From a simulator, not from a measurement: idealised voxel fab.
process module | voxel released beams
cross-section cut | 270 nm wide | cells 5 nm
A cross-section is a grid of square cells, given in bands from the top down. A band is one or more rows of cells.
Each band's line starts with the height of the band's top and of its bottom, in nm. Then come its materials from left to right, each with its width in nm. One material with "throughout" fills the band from edge to edge. "air" is empty space.
Height 0 is the level under which the wafer as received is all one material. The lowest band goes on downwards, as in "0 down".
A width such as "30 to 40" changes by the same amount from each row of cells to the next, from the band's top row to its bottom row.
"no change" after a step means that no cell of the cross-section changed.
closed voids: empty space of 8 cells or more with no open way to the top, each as width x height at its distance from the left edge, in nm
after a step's settings: what the simulator itself notes on the step
overlay nm, on a step with a mask: how far to the right of its planned place the mask lay; to the left if negative
plan
1 op RECEIVE | material Si
2 op CONFORMAL_DEP | material Al2O3 | thk nm 10
3 op DIRECTIONAL_DEP | material SiO2 | thk nm 10
4 op PATTERN | tone open | mask id ANCHOR | material resist | width nm 40 | thk nm 20 | overlay nm 0
5 op DIRECTIONAL_ETCH | etch materials SiO2 | depth nm 10
6 op STRIP | etch materials resist
7 op CONFORMAL_DEP | material SiN | thk nm 15
8 op DIRECTIONAL_DEP | material aC | thk nm 15
9 op PATTERN | tone cover | mask id BEAM | material resist | width nm 110 | thk nm 35 | overlay nm 0
10 op DIRECTIONAL_ETCH | etch materials aC | depth nm 15
11 op STRIP | etch materials resist
12 op DIRECTIONAL_ETCH | etch materials SiN | depth nm 15
13 op STRIP | etch materials aC
14 op STRIP | etch materials SiO2
first wafer, as planned
as received, after step 1
  0 down: Si throughout
  closed voids: none
after step 2
  10 to 0: Al2O3 throughout
  below 0: unchanged
after step 3
  20 to 10: SiO2 throughout
  below 10: unchanged
after step 4
  40 to 20: resist 80 | air 40 | resist 150
  below 20: unchanged
after step 5
  40 to 20: resist 80 | air 40 | resist 150
  20 to 10: SiO2 80 | air 40 | SiO2 150
  below 10: unchanged
after step 6
  20 to 10: SiO2 80 | air 40 | SiO2 150
  below 10: unchanged
after step 7
  35 to 25: SiN 95 | air 10 | SiN 165
  25 to 20: SiN throughout
  20 to 10: SiO2 80 | SiN 40 | SiO2 150
  below 10: unchanged
after step 8
  50 to 40: aC 95 | air 10 | aC 165
  40 to 35: aC throughout
  35 to 25: SiN 95 | aC 10 | SiN 165
  below 25: unchanged
after step 9
  85 to 50: air 75 | resist 110 | air 85
  50 to 40: aC 95 | resist 10 | aC 165
  below 40: unchanged
after step 10
  70 to 50: air 75 | resist 110 | air 85
  50 to 40: air 75 | aC 20 | resist 10 | aC 80 | air 85
  40 to 35: air 75 | aC 110 | air 85
  below 35: unchanged
after step 11
  50 to 40: air 75 | aC 20 | air 10 | aC 80 | air 85
  below 40: unchanged
after step 12
  50 to 40: air 75 | aC 20 | air 10 | aC 80 | air 85
  40 to 35: air 75 | aC 110 | air 85
  35 to 25: air 75 | SiN 20 | aC 10 | SiN 80 | air 85
  25 to 20: air 75 | SiN 110 | air 85
  below 20: unchanged
after step 13
  35 to 25: air 75 | SiN 20 | air 10 | SiN 80 | air 85
  below 25: unchanged
after step 14
  35 to 25: air 75 | SiN 20 | air 10 | SiN 80 | air 85
  25 to 20: air 75 | SiN 110 | air 85
  20 to 10: air 80 | SiN 40 | air 150
  below 10: unchanged
second wafer: like start, like plan, one mistake. Through step 13 it matches the first wafer
when step 14 should have ended
  20 to 10: SiO2 80 | air 40 | SiO2 150
  below 10: unchanged
what went wrong: step 14 ran as: op STRIP | etch materials SiN
at the end the second wafer has, in cells: 78 fewer of SiN | 92 more of SiO2
